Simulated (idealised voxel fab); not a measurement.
The process module that follows is named voxel capacitor over wiring.
Xsec cut, 150 nm wide, square cell size 5 nm.
Format of a cross-section: grid, square cells. Given as bands. Order: top down. Band: one or more rows of cells. The band entry comprises the height of the band's top followed by the height of its bottom, expressed in nm, and subsequently the band's materials from left to right, each stated together with its width in nm. Where a single material is marked with the word "all across", that material fills the band from edge to edge. The word "blank" represents empty space. We count height from 0. Below that, the starting wafer is all one material. The lowest band never ends at the bottom but goes on down; see "0..down" for how that is written. It should be noted that a width expressed as "30 to 40" varies in equal increments from row to row of cells within the band, taking the value of the first number at the top row and that of the second number at the bottom row. Where a step carries "nothing got changed", the cross-section came out of it unchanged, cell for cell. So "Tabulated closed voids" is basically the list of trapped voids: any empty space of 8 cells or more that can't reach the top through an opening. They're written width x height at distance, the distance being from the left edge, and it's all nm. Step line, after settings: the simulator's comment on this step. overlay nm: on a step with a mask, how far right of its planned place the mask lay; negative means left.
Listed below are the process steps as planned
1: RECEIVE: material Si
2: CONFORMAL_DEP: material SiO2, thk nm 15
3: CONFORMAL_DEP: material SiCN, thk nm 5
4: DIRECTIONAL_DEP: material SiO2, thk nm 25
5: PATTERN: tone open, mask id METAL_1, material resist, width nm 20, pitch nm 90, thk nm 15, overlay nm 0
6: DIRECTIONAL_ETCH: etch materials SiO2, depth nm 25
7: DIRECTIONAL_ETCH: etch materials SiCN, depth nm 5
8: STRIP: etch materials resist
9: CONFORMAL_DEP: material TiN, thk nm 5
10: FILL_DEP: material W, thk nm 10
11: CMP: height nm 45
12: CONFORMAL_DEP: material SiCN, thk nm 5
13: DIRECTIONAL_DEP: material lowk, thk nm 10
14: MASKED_ETCH: tone open, mask id PLUG_1, width nm 15, etch materials lowk, depth nm 10, overlay nm 0
15: MASKED_ETCH: tone open, mask id PLUG_1, width nm 15, etch materials SiCN, depth nm 5, overlay nm 0
16: EPI: material Ru, thk nm 10
17: EPI: material Ru, thk nm 5
18: DIRECTIONAL_DEP: material TiN, thk nm 10
19: DIRECTIONAL_DEP: material HfO2, thk nm 5
20: DIRECTIONAL_DEP: material TiN, thk nm 10
21: MASKED_ETCH: tone cover, mask id UPPER_PLATE, width nm 75, etch materials TiN, depth nm 10, overlay nm 0
22: MASKED_ETCH: tone cover, mask id UPPER_PLATE, width nm 75, etch materials HfO2, depth nm 5, overlay nm 0
23: DIRECTIONAL_DEP: material aC, thk nm 15
24: PATTERN: tone cover, mask id LOWER_PLATE, material resist, width nm 85, thk nm 35, overlay nm 0
25: DIRECTIONAL_ETCH: etch materials aC, depth nm 15
26: STRIP: etch materials resist
27: DIRECTIONAL_ETCH: etch materials TiN, depth nm 10
28: STRIP: etch materials aC
29: FILL_DEP: material SiO2, thk nm 20
30: CMP: height nm 100
31: MASKED_ETCH: tone open, mask id PLUG_2, width nm 15, etch materials SiO2, depth nm 15, overlay nm 0
32: CONFORMAL_DEP: material TiN, thk nm 5
33: FILL_DEP: material Cu, thk nm 5
34: CMP: height nm 100
35: CONFORMAL_DEP: material SiCN, thk nm 5
The first of the two wafers, which ran as planned
Incoming wafer in cross-section (state: after step 1)
  0..down  Si all across
  Tabulated closed voids: none
After step 2: wafer cross-section
  15..0  SiO2 all across
  below 0: unchanged
After step 3: wafer cross-section
  20..15  SiCN all across
  below 15: unchanged
After step 4: wafer cross-section
  45..20  SiO2 all across
  below 20: unchanged
After step 5: wafer cross-section
  60..45  resist=20, then blank=20, then resist=70, then blank=20, then resist=20
  below 45: unchanged
After step 6: wafer cross-section
  60..45  resist=20, then blank=20, then resist=70, then blank=20, then resist=20
  45..20  SiO2=20, then blank=20, then SiO2=70, then blank=20, then SiO2=20
  below 20: unchanged
After step 7: wafer cross-section
  60..45  resist=20, then blank=20, then resist=70, then blank=20, then resist=20
  45..20  SiO2=20, then blank=20, then SiO2=70, then blank=20, then SiO2=20
  20..15  SiCN=20, then blank=20, then SiCN=70, then blank=20, then SiCN=20
  below 15: unchanged
After step 8: wafer cross-section
  45..20  SiO2=20, then blank=20, then SiO2=70, then blank=20, then SiO2=20
  below 20: unchanged
After step 9: wafer cross-section
  50..45  TiN=25, then blank=10, then TiN=80, then blank=10, then TiN=25
  45..20  SiO2=20, then TiN=5, then blank=10, then TiN=5, then SiO2=70, then TiN=5, then blank=10, then TiN=5, then SiO2=20
  20..15  SiCN=20, then TiN=20, then SiCN=70, then TiN=20, then SiCN=20
  below 15: unchanged
After step 10: wafer cross-section
  60..50  W all across
  50..45  TiN=25, then W=10, then TiN=80, then W=10, then TiN=25
  45..20  SiO2=20, then TiN=5, then W=10, then TiN=5, then SiO2=70, then TiN=5, then W=10, then TiN=5, then SiO2=20
  below 20: unchanged
After step 11: wafer cross-section
  45..20  SiO2=20, then TiN=5, then W=10, then TiN=5, then SiO2=70, then TiN=5, then W=10, then TiN=5, then SiO2=20
  below 20: unchanged
After step 12: wafer cross-section
  50..45  SiCN all across
  below 45: unchanged
After step 13: wafer cross-section
  60..50  lowk all across
  below 50: unchanged
After step 14: wafer cross-section
  60..50  lowk=25, then blank=15, then lowk=110
  below 50: unchanged
After step 15: wafer cross-section
  60..50  lowk=25, then blank=15, then lowk=110
  50..45  SiCN=25, then blank=15, then SiCN=110
  below 45: unchanged
After step 16: wafer cross-section
  60..55  lowk=25, then blank=15, then lowk=110
  55..50  lowk=25, then Ru=15, then lowk=110
  50..45  SiCN=25, then Ru=15, then SiCN=110
  below 45: unchanged
After step 17: wafer cross-section
  60..50  lowk=25, then Ru=15, then lowk=110
  below 50: unchanged
After step 18: wafer cross-section
  70..60  TiN all across
  below 60: unchanged
After step 19: wafer cross-section
  75..70  HfO2 all across
  below 70: unchanged
After step 20: wafer cross-section
  85..75  TiN all across
  below 75: unchanged
After step 21: wafer cross-section
  85..75  blank=25, then TiN=75, then blank=50
  below 75: unchanged
After step 22: wafer cross-section
  85..75  blank=25, then TiN=75, then blank=50
  75..70  blank=25, then HfO2=75, then blank=50
  below 70: unchanged
After step 23: wafer cross-section
  100..85  blank=25, then aC=75, then blank=50
  85..75  aC=25, then TiN=75, then aC=50
  75..70  aC=25, then HfO2=75, then aC=50
  below 70: unchanged
After step 24: wafer cross-section
  135..100  blank=20, then resist=85, then blank=45
  100..85  blank=20, then resist=5, then aC=75, then resist=5, then blank=45
  below 85: unchanged
After step 25: wafer cross-section
  120..100  blank=20, then resist=85, then blank=45
  100..85  blank=20, then resist=5, then aC=75, then resist=5, then blank=45
  85..75  blank=20, then aC=5, then TiN=75, then aC=5, then blank=45
  75..70  blank=20, then aC=5, then HfO2=75, then aC=5, then blank=45
  below 70: unchanged
After step 26: wafer cross-section
  100..85  blank=25, then aC=75, then blank=50
  below 85: unchanged
After step 27: wafer cross-section
  100..85  blank=25, then aC=75, then blank=50
  85..75  blank=20, then aC=5, then TiN=75, then aC=5, then blank=45
  75..70  blank=20, then aC=5, then HfO2=75, then aC=5, then blank=45
  70..60  blank=20, then TiN=85, then blank=45
  below 60: unchanged
After step 28: wafer cross-section
  85..75  blank=25, then TiN=75, then blank=50
  75..70  blank=25, then HfO2=75, then blank=50
  below 70: unchanged
After step 29: wafer cross-section
  105..85  SiO2 all across
  85..75  SiO2=25, then TiN=75, then SiO2=50
  75..70  SiO2=25, then HfO2=75, then SiO2=50
  70..60  SiO2=20, then TiN=85, then SiO2=45
  below 60: unchanged
After step 30: wafer cross-section
  100..85  SiO2 all across
  below 85: unchanged
After step 31: wafer cross-section
  100..85  SiO2=35, then blank=15, then SiO2=100
  below 85: unchanged
After step 32: wafer cross-section
  105..100  TiN=40, then blank=5, then TiN=105
  100..90  SiO2=35, then TiN=5, then blank=5, then TiN=5, then SiO2=100
  90..85  SiO2=35, then TiN=15, then SiO2=100
  below 85: unchanged
After step 33: wafer cross-section
  110..105  Cu all across
  105..100  TiN=40, then Cu=5, then TiN=105
  100..90  SiO2=35, then TiN=5, then Cu=5, then TiN=5, then SiO2=100
  below 90: unchanged
After step 34: wafer cross-section
  100..90  SiO2=35, then TiN=5, then Cu=5, then TiN=5, then SiO2=100
  below 90: unchanged
After step 35: wafer cross-section
  105..100  SiCN all across
  below 100: unchanged
Wafer two: like wafer one in start and plan, but with one mistake in execution; identical up to and including step 13
Second wafer at the planned finish of step 14, seen in cross-section
  60..50  lowk=15, then blank=15, then lowk=120
  below 50: unchanged
Second wafer at the planned finish of step 15, seen in cross-section
  60..50  lowk=15, then blank=15, then lowk=120
  50..45  SiCN=25, then blank=5, then SiCN=120
  below 45: unchanged
Second wafer at the planned finish of step 16, seen in cross-section
  60..55  lowk=15, then blank=15, then lowk=120
  55..50  lowk=15, then blank=5, then Ru=10, then lowk=120
  50..45  SiCN=25, then Ru=5, then SiCN=120
  below 45: unchanged
Second wafer at the planned finish of step 17, seen in cross-section
  60..50  lowk=15, then Ru=15, then lowk=120
  below 50: unchanged
Second wafer at the planned finish of step 18, seen in cross-section
  70..60  TiN all across
  below 60: unchanged
Second wafer at the planned finish of step 19, seen in cross-section
  75..70  HfO2 all across
  below 70: unchanged
Second wafer at the planned finish of step 20, seen in cross-section
  85..75  TiN all across
  below 75: unchanged
Second wafer at the planned finish of step 21, seen in cross-section
  85..75  blank=25, then TiN=75, then blank=50
  below 75: unchanged
Second wafer at the planned finish of step 22, seen in cross-section
  85..75  blank=25, then TiN=75, then blank=50
  75..70  blank=25, then HfO2=75, then blank=50
  below 70: unchanged
Second wafer at the planned finish of step 23, seen in cross-section
  100..85  blank=25, then aC=75, then blank=50
  85..75  aC=25, then TiN=75, then aC=50
  75..70  aC=25, then HfO2=75, then aC=50
  below 70: unchanged
Second wafer at the planned finish of step 24, seen in cross-section
  135..100  blank=20, then resist=85, then blank=45
  100..85  blank=20, then resist=5, then aC=75, then resist=5, then blank=45
  below 85: unchanged
Second wafer at the planned finish of step 25, seen in cross-section
  120..100  blank=20, then resist=85, then blank=45
  100..85  blank=20, then resist=5, then aC=75, then resist=5, then blank=45
  85..75  blank=20, then aC=5, then TiN=75, then aC=5, then blank=45
  75..70  blank=20, then aC=5, then HfO2=75, then aC=5, then blank=45
  below 70: unchanged
Second wafer at the planned finish of step 26, seen in cross-section
  100..85  blank=25, then aC=75, then blank=50
  below 85: unchanged
Second wafer at the planned finish of step 27, seen in cross-section
  100..85  blank=25, then aC=75, then blank=50
  85..75  blank=20, then aC=5, then TiN=75, then aC=5, then blank=45
  75..70  blank=20, then aC=5, then HfO2=75, then aC=5, then blank=45
  70..60  blank=20, then TiN=85, then blank=45
  below 60: unchanged
Second wafer at the planned finish of step 28, seen in cross-section
  85..75  blank=25, then TiN=75, then blank=50
  75..70  blank=25, then HfO2=75, then blank=50
  below 70: unchanged
Second wafer at the planned finish of step 29, seen in cross-section
  105..85  SiO2 all across
  85..75  SiO2=25, then TiN=75, then SiO2=50
  75..70  SiO2=25, then HfO2=75, then SiO2=50
  70..60  SiO2=20, then TiN=85, then SiO2=45
  below 60: unchanged
Second wafer at the planned finish of step 30, seen in cross-section
  100..85  SiO2 all across
  below 85: unchanged
Second wafer at the planned finish of step 31, seen in cross-section
  100..85  SiO2=35, then blank=15, then SiO2=100
  below 85: unchanged
Second wafer at the planned finish of step 32, seen in cross-section
  105..100  TiN=40, then blank=5, then TiN=105
  100..90  SiO2=35, then TiN=5, then blank=5, then TiN=5, then SiO2=100
  90..85  SiO2=35, then TiN=15, then SiO2=100
  below 85: unchanged
Second wafer at the planned finish of step 33, seen in cross-section
  110..105  Cu all across
  105..100  TiN=40, then Cu=5, then TiN=105
  100..90  SiO2=35, then TiN=5, then Cu=5, then TiN=5, then SiO2=100
  below 90: unchanged
Second wafer at the planned finish of step 34, seen in cross-section
  100..90  SiO2=35, then TiN=5, then Cu=5, then TiN=5, then SiO2=100
  below 90: unchanged
Second wafer at the planned finish of step 35, seen in cross-section
  105..100  SiCN all across
  below 100: unchanged
What was the processing mistake? step 14 deviated from plan and actually ran as MASKED_ETCH: tone open, mask id PLUG_1, width nm 15, etch materials lowk, depth nm 10, overlay nm -10
Bottom line after processing is that, in cells, the second wafer is up or down on some materials versus the first: Ru: 2 fewer; SiCN: 2 more
